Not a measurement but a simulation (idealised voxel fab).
The document below concerns the process module designated voxel spacer lines.
The width of the displayed cross-section, cut, is 295 nm; its cells are square, with a size of 5 nm.
The cross-sections in this document take the form of a grid made of square cells. They are written out as bands, in order from top to bottom. Each band consists of one or more rows of cells. Within each band entry, the heights of the top and of the bottom of the band appear first, in that order and in nm; the materials of the band then follow from left to right, each with its corresponding width in nm. The designation "throughout" on a single material indicates that it fills the band from edge to edge; the designation "air" indicates empty space. Below 0: as-received wafer, all one material; heights counted from there. Lowest band: no bottom, goes on down, written "top 0, no bottom". The notation "30..40" denotes a width that varies across the rows of cells in the band, beginning at the first number in the top row, finishing at the second number in the bottom row, and changing by an identical amount from each row to the next. No cell of the cross-section changed in a step that is given as "nothing different". What "Enclosed voids" gives you is every empty space of 8 cells or more that is cut off from the top. Each appears as width x height at distance, with the distance taken from the left edge and width, height and distance all in nm. Where a step's line continues beyond its settings, the continuation is a remark by the simulator itself on that step. overlay nm: on a step with a mask, how far right of its planned place the mask lay; negative means left. Note: before/after cross-section pairs follow, one process step per pair, after-side truncated at the lowest changed band, step and settings given beneath. Different runs of this module on the same starting wafer may supply the pairs; a pair continues the one above only where the "Structure before processing" entry says so.
# Structure before processing
* top 0, no bottom: Si throughout
* Enclosed voids: none
# Resulting Cross-Section
* top 5, bottom 0: Al2O3 throughout
* below 0: unchanged
* Enclosed voids: none
Connecting step for the cross-sections above: CONFORMAL_DEP [material Al2O3] [thk nm 5]
Structure before processing: starting point is the after cross-section of the pair just above.
# Resulting Cross-Section
* top 20, bottom 5: SiN throughout
* below 5: unchanged
* Enclosed voids: none
Connecting step for the cross-sections above: DIRECTIONAL_DEP [material SiN] [thk nm 15]
Structure before processing: starting point is the after cross-section of the pair just above.
# Resulting Cross-Section
* top 40, bottom 20: aC throughout
* below 20: unchanged
* Enclosed voids: none
Connecting step for the cross-sections above: DIRECTIONAL_DEP [material aC] [thk nm 20]
Structure before processing: starting point is the after cross-section of the pair just above.
# Resulting Cross-Section
* top 65, bottom 40: air 110 / resist 15 / air 45 / resist 15 / air 110
* below 40: unchanged
* Enclosed voids: none
Connecting step for the cross-sections above: PATTERN [tone cover] [mask id MANDREL] [material resist] [width nm 15] [pitch nm 60] [thk nm 25] [overlay nm 0]
Structure before processing: starting point is the after cross-section of the pair just above.
# Resulting Cross-Section
* top 45, bottom 40: air 110 / resist 15 / air 45 / resist 15 / air 110
* top 40, bottom 20: air 110 / aC 15 / air 45 / aC 15 / air 110
* below 20: unchanged
* Enclosed voids: none
Connecting step for the cross-sections above: DIRECTIONAL_ETCH [etch materials aC] [depth nm 20]
Structure before processing: starting point is the after cross-section of the pair just above.
# Resulting Cross-Section
* top 40, bottom 20: air 110 / aC 15 / air 45 / aC 15 / air 110
* below 20: unchanged
* Enclosed voids: none
Connecting step for the cross-sections above: STRIP [etch materials resist]
Structure before processing: starting point is the after cross-section of the pair just above.
# Resulting Cross-Section
* top 55, bottom 40: air 95 / SiO2 45 / air 15 / SiO2 45 / air 95
* top 40, bottom 35: air 95 / SiO2 15 / aC 15 / SiO2 15 / air 15 / SiO2 15 / aC 15 / SiO2 15 / air 95
* top 35, bottom 20: SiO2 110 / aC 15 / SiO2 45 / aC 15 / SiO2 110
* below 20: unchanged
* Enclosed voids: none
Connecting step for the cross-sections above: CONFORMAL_DEP [material SiO2] [thk nm 15]
Structure before processing: starting point is the after cross-section of the pair just above.
# Resulting Cross-Section
* top 40, bottom 20: air 95 / SiO2 15 / aC 15 / SiO2 15 / air 15 / SiO2 15 / aC 15 / SiO2 15 / air 95
* below 20: unchanged
* Enclosed voids: none
Connecting step for the cross-sections above: DIRECTIONAL_ETCH [etch materials SiO2] [depth nm 15]
Structure before processing: starting point is the after cross-section of the pair just above.
# Resulting Cross-Section
* top 40, bottom 20: air 95 / SiO2 15 / air 15 / SiO2 15 / air 15 / SiO2 15 / air 15 / SiO2 15 / air 95
* below 20: unchanged
* Enclosed voids: none
Connecting step for the cross-sections above: STRIP [etch materials aC]
Structure before processing: starting point is the after cross-section of the pair just above.
# Resulting Cross-Section
* top 40, bottom 20: air 95 / SiO2 15 / air 15 / SiO2 15 / air 15 / SiO2 15 / air 15 / SiO2 15 / air 95
* top 20, bottom 5: air 95 / SiN 15 / air 15 / SiN 15 / air 15 / SiN 15 / air 15 / SiN 15 / air 95
* below 5: unchanged
* Enclosed voids: none
Connecting step for the cross-sections above: DIRECTIONAL_ETCH [etch materials SiN] [depth nm 15]
Structure before processing: starting point is the after cross-section of the pair just above.
# Resulting Cross-Section
* top 20, bottom 5: air 95 / SiN 15 / air 15 / SiN 15 / air 15 / SiN 15 / air 15 / SiN 15 / air 95
* below 5: unchanged
* Enclosed voids: none
Connecting step for the cross-sections above: STRIP [etch materials SiO2]
Structure before processing: starting point is the after cross-section of the pair just above.
# Resulting Cross-Section
* top 30, bottom 20: SiO2 throughout
* top 20, bottom 5: SiO2 95 / SiN 15 / SiO2 15 / SiN 15 / SiO2 15 / SiN 15 / SiO2 15 / SiN 15 / SiO2 95
* below 5: unchanged
* Enclosed voids: none
Connecting step for the cross-sections above: FILL_DEP [material SiO2] [thk nm 10]
Structure before processing: starting point is the after cross-section of the pair just above.
# Resulting Cross-Section
* top 20, bottom 5: SiO2 95 / SiN 15 / SiO2 15 / SiN 15 / SiO2 15 / SiN 15 / SiO2 15 / SiN 15 / SiO2 95
* below 5: unchanged
* Enclosed voids: none
Connecting step for the cross-sections above: CMP [height nm 20]
# Structure before processing
* top 0, no bottom: Si throughout
* Enclosed voids: none
# Resulting Cross-Section
* top 15, bottom 0: SiN throughout
* below 0: unchanged
* Enclosed voids: none
Connecting step for the cross-sections above: DIRECTIONAL_DEP [material SiN] [thk nm 15]
Structure before processing: starting point is the after cross-section of the pair just above.
# Resulting Cross-Section
* top 35, bottom 15: aC throughout
* below 15: unchanged
* Enclosed voids: none
Connecting step for the cross-sections above: DIRECTIONAL_DEP [material aC] [thk nm 20]
Structure before processing: starting point is the after cross-section of the pair just above.
# Resulting Cross-Section
* top 60, bottom 35: air 110 / resist 15 / air 45 / resist 15 / air 110
* below 35: unchanged
* Enclosed voids: none
Connecting step for the cross-sections above: PATTERN [tone cover] [mask id MANDREL] [material resist] [width nm 15] [pitch nm 60] [thk nm 25] [overlay nm 0]
Structure before processing: starting point is the after cross-section of the pair just above.
# Resulting Cross-Section
* top 40, bottom 35: air 110 / resist 15 / air 45 / resist 15 / air 110
* top 35, bottom 15: air 110 / aC 15 / air 45 / aC 15 / air 110
* below 15: unchanged
* Enclosed voids: none
Connecting step for the cross-sections above: DIRECTIONAL_ETCH [etch materials aC] [depth nm 20]
Structure before processing: starting point is the after cross-section of the pair just above.
# Resulting Cross-Section
* top 35, bottom 15: air 110 / aC 15 / air 45 / aC 15 / air 110
* below 15: unchanged
* Enclosed voids: none
Connecting step for the cross-sections above: STRIP [etch materials resist]
Structure before processing: starting point is the after cross-section of the pair just above.
# Resulting Cross-Section
* top 50, bottom 35: air 95 / SiO2 45 / air 15 / SiO2 45 / air 95
* top 35, bottom 30: air 95 / SiO2 15 / aC 15 / SiO2 15 / air 15 / SiO2 15 / aC 15 / SiO2 15 / air 95
* top 30, bottom 15: SiO2 110 / aC 15 / SiO2 45 / aC 15 / SiO2 110
* below 15: unchanged
* Enclosed voids: none
Connecting step for the cross-sections above: CONFORMAL_DEP [material SiO2] [thk nm 15]
Structure before processing: starting point is the after cross-section of the pair just above.
# Resulting Cross-Section
* top 35, bottom 15: air 95 / SiO2 15 / aC 15 / SiO2 15 / air 15 / SiO2 15 / aC 15 / SiO2 15 / air 95
* below 15: unchanged
* Enclosed voids: none
Connecting step for the cross-sections above: DIRECTIONAL_ETCH [etch materials SiO2] [depth nm 15]
Structure before processing: starting point is the after cross-section of the pair just above.
# Resulting Cross-Section
* top 35, bottom 15: air 95 / SiO2 15 / air 15 / SiO2 15 / air 15 / SiO2 15 / air 15 / SiO2 15 / air 95
* below 15: unchanged
* Enclosed voids: none
Connecting step for the cross-sections above: STRIP [etch materials aC]
Structure before processing: starting point is the after cross-section of the pair just above.
# Resulting Cross-Section
* top 35, bottom 15: air 95 / SiO2 15 / air 15 / SiO2 15 / air 15 / SiO2 15 / air 15 / SiO2 15 / air 95
* top 15, bottom 0: air 95 / SiN 15 / air 15 / SiN 15 / air 15 / SiN 15 / air 15 / SiN 15 / air 95
* below 0: unchanged
* Enclosed voids: none
Connecting step for the cross-sections above: DIRECTIONAL_ETCH [etch materials SiN] [depth nm 15]
Structure before processing: starting point is the after cross-section of the pair just above.
# Resulting Cross-Section
* top 15, bottom 0: air 95 / SiN 15 / air 15 / SiN 15 / air 15 / SiN 15 / air 15 / SiN 15 / air 95
* below 0: unchanged
* Enclosed voids: none
Connecting step for the cross-sections above: STRIP [etch materials SiO2]
Structure before processing: starting point is the after cross-section of the pair just above.
# Resulting Cross-Section
* top 25, bottom 15: SiO2 throughout
* top 15, bottom 0: SiO2 95 / SiN 15 / SiO2 15 / SiN 15 / SiO2 15 / SiN 15 / SiO2 15 / SiN 15 / SiO2 95
* below 0: unchanged
* Enclosed voids: none
Connecting step for the cross-sections above: FILL_DEP [material SiO2] [thk nm 10]
Structure before processing: starting point is the after cross-section of the pair just above.
# Resulting Cross-Section
* top 20, bottom 15: SiO2 throughout
* below 15: unchanged
* Enclosed voids: none
Connecting step for the cross-sections above: CMP [height nm 20]
# Structure before processing
* top 30, bottom 20: SiO2 throughout
* top 20, bottom 5: SiO2 95 / SiN 15 / SiO2 15 / SiN 15 / SiO2 15 / SiN 15 / SiO2 15 / SiN 15 / SiO2 95
* top 5, bottom 0: Al2O3 throughout
* top 0, no bottom: Si throughout
* Enclosed voids: none
# Resulting Cross-Section
* top 40, bottom 20: SiO2 throughout
* below 20: unchanged
* Enclosed voids: none
Connecting step for the cross-sections above: FILL_DEP [material SiO2] [thk nm 10]
Structure before processing: starting point is the after cross-section of the pair just above.
# Resulting Cross-Section
* top 20, bottom 5: SiO2 95 / SiN 15 / SiO2 15 / SiN 15 / SiO2 15 / SiN 15 / SiO2 15 / SiN 15 / SiO2 95
* below 5: unchanged
* Enclosed voids: none
Connecting step for the cross-sections above: CMP [height nm 20]
# Structure before processing
* top 5, bottom 0: Al2O3 throughout
* top 0, no bottom: Si throughout
* Enclosed voids: none
# Resulting Cross-Section
* top 25, bottom 5: aC throughout
* below 5: unchanged
* Enclosed voids: none
Connecting step for the cross-sections above: DIRECTIONAL_DEP [material aC] [thk nm 20]
Structure before processing: starting point is the after cross-section of the pair just above.
# Resulting Cross-Section
* top 40, bottom 25: SiN throughout
* below 25: unchanged
* Enclosed voids: none
Connecting step for the cross-sections above: DIRECTIONAL_DEP [material SiN] [thk nm 15]
Structure before processing: starting point is the after cross-section of the pair just above.
# Resulting Cross-Section
* top 65, bottom 40: air 110 / resist 15 / air 45 / resist 15 / air 110
* below 40: unchanged
* Enclosed voids: none
Connecting step for the cross-sections above: PATTERN [tone cover] [mask id MANDREL] [material resist] [width nm 15] [pitch nm 60] [thk nm 25] [overlay nm 0]
Structure before processing: starting point is the after cross-section of the pair just above.
# Resulting Cross-Section
* top 45, bottom 40: air 110 / resist 15 / air 45 / resist 15 / air 110
* below 40: unchanged
* Enclosed voids: none
Connecting step for the cross-sections above: DIRECTIONAL_ETCH [etch materials aC] [depth nm 20]
Structure before processing: starting point is the after cross-section of the pair just above.
# Resulting Cross-Section
* top 40, bottom 25: SiN throughout
* below 25: unchanged
* Enclosed voids: none
Connecting step for the cross-sections above: STRIP [etch materials resist]
Structure before processing: starting point is the after cross-section of the pair just above.
# Resulting Cross-Section
* top 55, bottom 40: SiO2 throughout
* below 40: unchanged
* Enclosed voids: none
Connecting step for the cross-sections above: CONFORMAL_DEP [material SiO2] [thk nm 15]
Structure before processing: starting point is the after cross-section of the pair just above.
# Resulting Cross-Section
* top 40, bottom 25: SiN throughout
* below 25: unchanged
* Enclosed voids: none
Connecting step for the cross-sections above: DIRECTIONAL_ETCH [etch materials SiO2] [depth nm 15]
Structure before processing: starting point is the after cross-section of the pair just above.
# Resulting Cross-Section
* top 25, bottom 5: aC throughout
* below 5: unchanged
* Enclosed voids: none
Connecting step for the cross-sections above: DIRECTIONAL_ETCH [etch materials SiN] [depth nm 15]
Structure before processing: starting point is the after cross-section of the pair just above.
# Resulting Cross-Section
* top 35, bottom 25: SiO2 throughout
* below 25: unchanged
* Enclosed voids: none
Connecting step for the cross-sections above: FILL_DEP [material SiO2] [thk nm 10]
Structure before processing: starting point is the after cross-section of the pair just above.
# Resulting Cross-Section
* top 20, bottom 5: aC throughout
* below 5: unchanged
* Enclosed voids: none
Connecting step for the cross-sections above: CMP [height nm 20]
# Structure before processing
* top 5, bottom 0: Al2O3 throughout
* top 0, no bottom: Si throughout
* Enclosed voids: none
# Resulting Cross-Section
* top 15, bottom 5: SiN throughout
* below 5: unchanged
* Enclosed voids: none
Connecting step for the cross-sections above: DIRECTIONAL_DEP [material SiN] [thk nm 10]
Structure before processing: starting point is the after cross-section of the pair just above.
# Resulting Cross-Section
* top 35, bottom 15: aC throughout
* below 15: unchanged
* Enclosed voids: none
Connecting step for the cross-sections above: DIRECTIONAL_DEP [material aC] [thk nm 20]
Structure before processing: starting point is the after cross-section of the pair just above.
# Resulting Cross-Section
* top 60, bottom 35: air 110 / resist 15 / air 45 / resist 15 / air 110
* below 35: unchanged
* Enclosed voids: none
Connecting step for the cross-sections above: PATTERN [tone cover] [mask id MANDREL] [material resist] [width nm 15] [pitch nm 60] [thk nm 25] [overlay nm 0]
Structure before processing: starting point is the after cross-section of the pair just above.
# Resulting Cross-Section
* top 40, bottom 35: air 110 / resist 15 / air 45 / resist 15 / air 110
* top 35, bottom 15: air 110 / aC 15 / air 45 / aC 15 / air 110
* below 15: unchanged
* Enclosed voids: none
Connecting step for the cross-sections above: DIRECTIONAL_ETCH [etch materials aC] [depth nm 20]
Structure before processing: starting point is the after cross-section of the pair just above.
# Resulting Cross-Section
* top 35, bottom 15: air 110 / aC 15 / air 45 / aC 15 / air 110
* below 15: unchanged
* Enclosed voids: none
Connecting step for the cross-sections above: STRIP [etch materials resist]
Structure before processing: starting point is the after cross-section of the pair just above.
# Resulting Cross-Section
* top 50, bottom 35: air 95 / SiO2 45 / air 15 / SiO2 45 / air 95
* top 35, bottom 30: air 95 / SiO2 15 / aC 15 / SiO2 15 / air 15 / SiO2 15 / aC 15 / SiO2 15 / air 95
* top 30, bottom 15: SiO2 110 / aC 15 / SiO2 45 / aC 15 / SiO2 110
* below 15: unchanged
* Enclosed voids: none
Connecting step for the cross-sections above: CONFORMAL_DEP [material SiO2] [thk nm 15]
Structure before processing: starting point is the after cross-section of the pair just above.
# Resulting Cross-Section
* top 35, bottom 15: air 95 / SiO2 15 / aC 15 / SiO2 15 / air 15 / SiO2 15 / aC 15 / SiO2 15 / air 95
* below 15: unchanged
* Enclosed voids: none
Connecting step for the cross-sections above: DIRECTIONAL_ETCH [etch materials SiO2] [depth nm 15]
Structure before processing: starting point is the after cross-section of the pair just above.
# Resulting Cross-Section
* top 35, bottom 15: air 95 / SiO2 15 / air 15 / SiO2 15 / air 15 / SiO2 15 / air 15 / SiO2 15 / air 95
* below 15: unchanged
* Enclosed voids: none
Connecting step for the cross-sections above: STRIP [etch materials aC]
Structure before processing: starting point is the after cross-section of the pair just above.
# Resulting Cross-Section
* top 35, bottom 15: air 95 / SiO2 15 / air 15 / SiO2 15 / air 15 / SiO2 15 / air 15 / SiO2 15 / air 95
* top 15, bottom 5: air 95 / SiN 15 / air 15 / SiN 15 / air 15 / SiN 15 / air 15 / SiN 15 / air 95
* below 5: unchanged
* Enclosed voids: none
Connecting step for the cross-sections above: DIRECTIONAL_ETCH [etch materials SiN] [depth nm 15]
Structure before processing: starting point is the after cross-section of the pair just above.
# Resulting Cross-Section
* top 15, bottom 5: air 95 / SiN 15 / air 15 / SiN 15 / air 15 / SiN 15 / air 15 / SiN 15 / air 95
* below 5: unchanged
* Enclosed voids: none
Connecting step for the cross-sections above: STRIP [etch materials SiO2]
Structure before processing: starting point is the after cross-section of the pair just above.
# Resulting Cross-Section
* top 25, bottom 15: SiO2 throughout
* top 15, bottom 5: SiO2 95 / SiN 15 / SiO2 15 / SiN 15 / SiO2 15 / SiN 15 / SiO2 15 / SiN 15 / SiO2 95
* below 5: unchanged
* Enclosed voids: none
Connecting step for the cross-sections above: FILL_DEP [material SiO2] [thk nm 10]
Structure before processing: starting point is the after cross-section of the pair just above.
# Resulting Cross-Section
* top 20, bottom 15: SiO2 throughout
* below 15: unchanged
* Enclosed voids: none
Connecting step for the cross-sections above: CMP [height nm 20]
# Structure before processing
* top 40, bottom 20: aC throughout
* top 20, bottom 5: SiN throughout
* top 5, bottom 0: Al2O3 throughout
* top 0, no bottom: Si throughout
* Enclosed voids: none
# Resulting Cross-Section
* top 65, bottom 40: air 110 / resist 20 / air 40 / resist 20 / air 105
* below 40: unchanged
* Enclosed voids: none
Connecting step for the cross-sections above: PATTERN [tone cover] [mask id MANDREL] [material resist] [width nm 20] [pitch nm 60] [thk nm 25] [overlay nm 0]
Structure before processing: starting point is the after cross-section of the pair just above.
# Resulting Cross-Section
* top 45, bottom 40: air 110 / resist 20 / air 40 / resist 20 / air 105
* top 40, bottom 20: air 110 / aC 20 / air 40 / aC 20 / air 105
* below 20: unchanged
* Enclosed voids: none
Connecting step for the cross-sections above: DIRECTIONAL_ETCH [etch materials aC] [depth nm 20]
Structure before processing: starting point is the after cross-section of the pair just above.
# Resulting Cross-Section
* top 40, bottom 20: air 110 / aC 20 / air 40 / aC 20 / air 105
* below 20: unchanged
* Enclosed voids: none
Connecting step for the cross-sections above: STRIP [etch materials resist]
Structure before processing: starting point is the after cross-section of the pair just above.
# Resulting Cross-Section
* top 55, bottom 40: air 95 / SiO2 50 / air 10 / SiO2 50 / air 90
* top 40, bottom 35: air 95 / SiO2 15 / aC 20 / SiO2 15 / air 10 / SiO2 15 / aC 20 / SiO2 15 / air 90
* top 35, bottom 20: SiO2 110 / aC 20 / SiO2 40 / aC 20 / SiO2 105
* below 20: unchanged
* Enclosed voids: none
Connecting step for the cross-sections above: CONFORMAL_DEP [material SiO2] [thk nm 15]
Structure before processing: starting point is the after cross-section of the pair just above.
# Resulting Cross-Section
* top 40, bottom 20: air 95 / SiO2 15 / aC 20 / SiO2 15 / air 10 / SiO2 15 / aC 20 / SiO2 15 / air 90
* below 20: unchanged
* Enclosed voids: none
Connecting step for the cross-sections above: DIRECTIONAL_ETCH [etch materials SiO2] [depth nm 15]
Structure before processing: starting point is the after cross-section of the pair just above.
# Resulting Cross-Section
* top 40, bottom 20: air 95 / SiO2 15 / air 20 / SiO2 15 / air 10 / SiO2 15 / air 20 / SiO2 15 / air 90
* below 20: unchanged
* Enclosed voids: none
Connecting step for the cross-sections above: STRIP [etch materials aC]
Structure before processing: starting point is the after cross-section of the pair just above.
# Resulting Cross-Section
* top 40, bottom 20: air 95 / SiO2 15 / air 20 / SiO2 15 / air 10 / SiO2 15 / air 20 / SiO2 15 / air 90
* top 20, bottom 5: air 95 / SiN 15 / air 20 / SiN 15 / air 10 / SiN 15 / air 20 / SiN 15 / air 90
* below 5: unchanged
* Enclosed voids: none
Connecting step for the cross-sections above: DIRECTIONAL_ETCH [etch materials SiN] [depth nm 15]
Structure before processing: starting point is the after cross-section of the pair just above.
# Resulting Cross-Section
* top 20, bottom 5: air 95 / SiN 15 / air 20 / SiN 15 / air 10 / SiN 15 / air 20 / SiN 15 / air 90
* below 5: unchanged
* Enclosed voids: none
Connecting step for the cross-sections above: STRIP [etch materials SiO2]
Structure before processing: starting point is the after cross-section of the pair just above.
# Resulting Cross-Section
* top 30, bottom 20: SiO2 throughout
* top 20, bottom 5: SiO2 95 / SiN 15 / SiO2 20 / SiN 15 / SiO2 10 / SiN 15 / SiO2 20 / SiN 15 / SiO2 90
* below 5: unchanged
* Enclosed voids: none
Connecting step for the cross-sections above: FILL_DEP [material SiO2] [thk nm 10]
Structure before processing: starting point is the after cross-section of the pair just above.
# Resulting Cross-Section
* top 20, bottom 5: SiO2 95 / SiN 15 / SiO2 20 / SiN 15 / SiO2 10 / SiN 15 / SiO2 20 / SiN 15 / SiO2 90
* below 5: unchanged
* Enclosed voids: none
Connecting step for the cross-sections above: CMP [height nm 20]
# Structure before processing
* top 40, bottom 20: aC throughout
* top 20, bottom 5: SiN throughout
* top 5, bottom 0: Al2O3 throughout
* top 0, no bottom: Si throughout
* Enclosed voids: none
# Resulting Cross-Section
* top 65, bottom 40: air 120 / resist 15 / air 45 / resist 15 / air 100
* below 40: unchanged
* Enclosed voids: none
Connecting step for the cross-sections above: PATTERN [tone cover] [mask id MANDREL] [material resist] [width nm 15] [pitch nm 60] [thk nm 25] [overlay nm 10]
Structure before processing: starting point is the after cross-section of the pair just above.
# Resulting Cross-Section
* top 45, bottom 40: air 120 / resist 15 / air 45 / resist 15 / air 100
* top 40, bottom 20: air 120 / aC 15 / air 45 / aC 15 / air 100
* below 20: unchanged
* Enclosed voids: none
Connecting step for the cross-sections above: DIRECTIONAL_ETCH [etch materials aC] [depth nm 20]
Structure before processing: starting point is the after cross-section of the pair just above.
# Resulting Cross-Section
* top 40, bottom 20: air 120 / aC 15 / air 45 / aC 15 / air 100
* below 20: unchanged
* Enclosed voids: none
Connecting step for the cross-sections above: STRIP [etch materials resist]
Structure before processing: starting point is the after cross-section of the pair just above.
# Resulting Cross-Section
* top 55, bottom 40: air 105 / SiO2 45 / air 15 / SiO2 45 / air 85
* top 40, bottom 35: air 105 / SiO2 15 / aC 15 / SiO2 15 / air 15 / SiO2 15 / aC 15 / SiO2 15 / air 85
* top 35, bottom 20: SiO2 120 / aC 15 / SiO2 45 / aC 15 / SiO2 100
* below 20: unchanged
* Enclosed voids: none
Connecting step for the cross-sections above: CONFORMAL_DEP [material SiO2] [thk nm 15]
Structure before processing: starting point is the after cross-section of the pair just above.
# Resulting Cross-Section
* top 40, bottom 20: air 105 / SiO2 15 / aC 15 / SiO2 15 / air 15 / SiO2 15 / aC 15 / SiO2 15 / air 85
* below 20: unchanged
* Enclosed voids: none
Connecting step for the cross-sections above: DIRECTIONAL_ETCH [etch materials SiO2] [depth nm 15]
Structure before processing: starting point is the after cross-section of the pair just above.
# Resulting Cross-Section
* top 40, bottom 20: air 105 / SiO2 15 / air 15 / SiO2 15 / air 15 / SiO2 15 / air 15 / SiO2 15 / air 85
* below 20: unchanged
* Enclosed voids: none
Connecting step for the cross-sections above: STRIP [etch materials aC]
Structure before processing: starting point is the after cross-section of the pair just above.
# Resulting Cross-Section
* top 40, bottom 20: air 105 / SiO2 15 / air 15 / SiO2 15 / air 15 / SiO2 15 / air 15 / SiO2 15 / air 85
* top 20, bottom 5: air 105 / SiN 15 / air 15 / SiN 15 / air 15 / SiN 15 / air 15 / SiN 15 / air 85
* below 5: unchanged
* Enclosed voids: none
Connecting step for the cross-sections above: DIRECTIONAL_ETCH [etch materials SiN] [depth nm 15]
Structure before processing: starting point is the after cross-section of the pair just above.
# Resulting Cross-Section
* top 20, bottom 5: air 105 / SiN 15 / air 15 / SiN 15 / air 15 / SiN 15 / air 15 / SiN 15 / air 85
* below 5: unchanged
* Enclosed voids: none
Connecting step for the cross-sections above: STRIP [etch materials SiO2]
Structure before processing: starting point is the after cross-section of the pair just above.
# Resulting Cross-Section
* top 30, bottom 20: SiO2 throughout
* top 20, bottom 5: SiO2 105 / SiN 15 / SiO2 15 / SiN 15 / SiO2 15 / SiN 15 / SiO2 15 / SiN 15 / SiO2 85
* below 5: unchanged
* Enclosed voids: none
Connecting step for the cross-sections above: FILL_DEP [material SiO2] [thk nm 10]
Structure before processing: starting point is the after cross-section of the pair just above.
# Resulting Cross-Section
* top 20, bottom 5: SiO2 105 / SiN 15 / SiO2 15 / SiN 15 / SiO2 15 / SiN 15 / SiO2 15 / SiN 15 / SiO2 85
* below 5: unchanged
* Enclosed voids: none
Connecting step for the cross-sections above: CMP [height nm 20]
# Structure before processing
* top 0, no bottom: Si throughout
* Enclosed voids: none
# Resulting Cross-Section
* top 5, bottom 0: SiN throughout
* below 0: unchanged
* Enclosed voids: none
Connecting step for the cross-sections above: CONFORMAL_DEP [material SiN] [thk nm 5]
Structure before processing: starting point is the after cross-section of the pair just above.
# Resulting Cross-Section
* top 20, bottom 0: SiN throughout
* below 0: unchanged
* Enclosed voids: none
Connecting step for the cross-sections above: DIRECTIONAL_DEP [material SiN] [thk nm 15]
Structure before processing: starting point is the after cross-section of the pair just above.
# Resulting Cross-Section
* top 40, bottom 20: aC throughout
* below 20: unchanged
* Enclosed voids: none
Connecting step for the cross-sections above: DIRECTIONAL_DEP [material aC] [thk nm 20]
Structure before processing: starting point is the after cross-section of the pair just above.
# Resulting Cross-Section
* top 65, bottom 40: air 110 / resist 15 / air 45 / resist 15 / air 110
* below 40: unchanged
* Enclosed voids: none
Connecting step for the cross-sections above: PATTERN [tone cover] [mask id MANDREL] [material resist] [width nm 15] [pitch nm 60] [thk nm 25] [overlay nm 0]
Structure before processing: starting point is the after cross-section of the pair just above.
# Resulting Cross-Section
* top 45, bottom 40: air 110 / resist 15 / air 45 / resist 15 / air 110
* top 40, bottom 20: air 110 / aC 15 / air 45 / aC 15 / air 110
* below 20: unchanged
* Enclosed voids: none
Connecting step for the cross-sections above: DIRECTIONAL_ETCH [etch materials aC] [depth nm 20]
Structure before processing: starting point is the after cross-section of the pair just above.
# Resulting Cross-Section
* top 40, bottom 20: air 110 / aC 15 / air 45 / aC 15 / air 110
* below 20: unchanged
* Enclosed voids: none
Connecting step for the cross-sections above: STRIP [etch materials resist]
Structure before processing: starting point is the after cross-section of the pair just above.
# Resulting Cross-Section
* top 55, bottom 40: air 95 / SiO2 45 / air 15 / SiO2 45 / air 95
* top 40, bottom 35: air 95 / SiO2 15 / aC 15 / SiO2 15 / air 15 / SiO2 15 / aC 15 / SiO2 15 / air 95
* top 35, bottom 20: SiO2 110 / aC 15 / SiO2 45 / aC 15 / SiO2 110
* below 20: unchanged
* Enclosed voids: none
Connecting step for the cross-sections above: CONFORMAL_DEP [material SiO2] [thk nm 15]
Structure before processing: starting point is the after cross-section of the pair just above.
# Resulting Cross-Section
* top 40, bottom 20: air 95 / SiO2 15 / aC 15 / SiO2 15 / air 15 / SiO2 15 / aC 15 / SiO2 15 / air 95
* below 20: unchanged
* Enclosed voids: none
Connecting step for the cross-sections above: DIRECTIONAL_ETCH [etch materials SiO2] [depth nm 15]
Structure before processing: starting point is the after cross-section of the pair just above.
# Resulting Cross-Section
* top 40, bottom 20: air 95 / SiO2 15 / air 15 / SiO2 15 / air 15 / SiO2 15 / air 15 / SiO2 15 / air 95
* below 20: unchanged
* Enclosed voids: none
Connecting step for the cross-sections above: STRIP [etch materials aC]
Structure before processing: starting point is the after cross-section of the pair just above.
# Resulting Cross-Section
* top 40, bottom 20: air 95 / SiO2 15 / air 15 / SiO2 15 / air 15 / SiO2 15 / air 15 / SiO2 15 / air 95
* top 20, bottom 5: air 95 / SiN 15 / air 15 / SiN 15 / air 15 / SiN 15 / air 15 / SiN 15 / air 95
* below 5: unchanged
* Enclosed voids: none
Connecting step for the cross-sections above: DIRECTIONAL_ETCH [etch materials SiN] [depth nm 15]
Structure before processing: starting point is the after cross-section of the pair just above.
# Resulting Cross-Section
* top 20, bottom 5: air 95 / SiN 15 / air 15 / SiN 15 / air 15 / SiN 15 / air 15 / SiN 15 / air 95
* below 5: unchanged
* Enclosed voids: none
Connecting step for the cross-sections above: STRIP [etch materials SiO2]
Structure before processing: starting point is the after cross-section of the pair just above.
# Resulting Cross-Section
* top 30, bottom 20: SiO2 throughout
* top 20, bottom 5: SiO2 95 / SiN 15 / SiO2 15 / SiN 15 / SiO2 15 / SiN 15 / SiO2 15 / SiN 15 / SiO2 95
* below 5: unchanged
* Enclosed voids: none
Connecting step for the cross-sections above: FILL_DEP [material SiO2] [thk nm 10]
Structure before processing: starting point is the after cross-section of the pair just above.
# Resulting Cross-Section
* top 20, bottom 5: SiO2 95 / SiN 15 / SiO2 15 / SiN 15 / SiO2 15 / SiN 15 / SiO2 15 / SiN 15 / SiO2 95
* below 5: unchanged
* Enclosed voids: none
Connecting step for the cross-sections above: CMP [height nm 20]
